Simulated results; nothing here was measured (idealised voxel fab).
The process module presented herein is designated voxel quadruple lines.
Cross-section cut: width 290 nm, square cells of 5 nm.
How to read a cross-section here: the picture is a grid of square cells, written as bands going from the top down, and any band can span one or more rows of cells.
Band: top and bottom heights (nm) first, top before bottom; then materials from left to right, widths in nm. "throughout" marks a sole material filling the band edge to edge. "empty" denotes empty space.
Where do heights start? At 0: under that level the wafer as delivered is made of one material only. And the lowest band has no floor; it just carries on downward, as in "0 nm and below".
Graded width ("30->40"): value in top row of band = first number; value in bottom row = second number; row-to-row change constant.
Step note "no alteration" = no cross-section cell changed.
This entry, "Enclosed internal cavities", enumerates those empty regions of no fewer than 8 cells that possess no open connection to the top. Each region is reported in the form width x height at distance, the distance being taken from the left edge, with all three quantities expressed in nm.
On each step's line, the part that comes after the settings is the simulator's own comment on the step.
overlay nm, on a step with a mask: how far to the right of its planned place the mask lay; to the left if negative

# Set out below are the planned steps of the process
| 1 | RECEIVE (material Si) |
| 2 | CONFORMAL_DEP (material Al2O3; thk nm 5) |
| 3 | DIRECTIONAL_DEP (material W; thk nm 10) |
| 4 | DIRECTIONAL_DEP (material polySi; thk nm 15) |
| 5 | DIRECTIONAL_DEP (material aC; thk nm 20) |
| 6 | PATTERN (tone cover; mask id MANDREL; material resist; width nm 35; pitch nm 100; thk nm 30; overlay nm 0) |
| 7 | DIRECTIONAL_ETCH (etch materials aC; depth nm 20) |
| 8 | STRIP (etch materials resist) |
| 9 | CONFORMAL_DEP (material SiO2; thk nm 5) |
| 10 | DIRECTIONAL_ETCH (etch materials SiO2; depth nm 15) |
| 11 | STRIP (etch materials aC) |
| 12 | DIRECTIONAL_ETCH (etch materials polySi; depth nm 15) |
| 13 | STRIP (etch materials SiO2) |
| 14 | CONFORMAL_DEP (material SiCN; thk nm 10) |
| 15 | DIRECTIONAL_ETCH (etch materials SiCN; depth nm 10) |
| 16 | STRIP (etch materials polySi) |
| 17 | DIRECTIONAL_ETCH (etch materials W; depth nm 10) |
| 18 | STRIP (etch materials SiCN) |
| 19 | FILL_DEP (material SiO2; thk nm 5) |
| 20 | CMP (height nm 15) |
Same starting wafers, different thk nm at step 9. Plan value belongs to the first wafer.

# As-received cross-section, first of several wafers, post step 1
  0 nm and below | Si throughout
  Enclosed internal cavities: none

# At the end of the module, after its last step, step 20, the first of several wafers appears in cross-section as follows
  15 nm to 5 nm | 60 nm SiO2 | 10 nm W | 5 nm SiO2 | 10 nm W | 15 nm SiO2 | 10 nm W | 5 nm SiO2 | 10 nm W | 35 nm SiO2 | 10 nm W | 5 nm SiO2 | 10 nm W | 15 nm SiO2 | 10 nm W | 5 nm SiO2 | 10 nm W | 65 nm SiO2
  5 nm to 0 nm | Al2O3 throughout
  0 nm and below | Si throughout
  Enclosed internal cavities: none

# Of the several wafers, the last: cross-section at the end of the module
  15 nm to 5 nm | 50 nm SiO2 | 10 nm W | 15 nm SiO2 | 10 nm W | 15 nm SiO2 | 10 nm W | 15 nm SiO2 | 10 nm W | 15 nm SiO2 | 10 nm W | 15 nm SiO2 | 10 nm W | 15 nm SiO2 | 10 nm W | 15 nm SiO2 | 10 nm W | 55 nm SiO2
  5 nm to 0 nm | Al2O3 throughout
  0 nm and below | Si throughout
  Enclosed internal cavities: none

# Below, a row for every wafer. Read it as the end-of-module picture: for each material the wafer shows its cells gained (+) or lost (-) since it was received, and then its closed voids
thk nm 5, +58 Al2O3, +84 SiO2, +32 W, Enclosed internal cavities: none
thk nm 10, +58 Al2O3, +84 SiO2, +32 W, Enclosed internal cavities: none
thk nm 15, +58 Al2O3, +84 SiO2, +32 W, Enclosed internal cavities: none
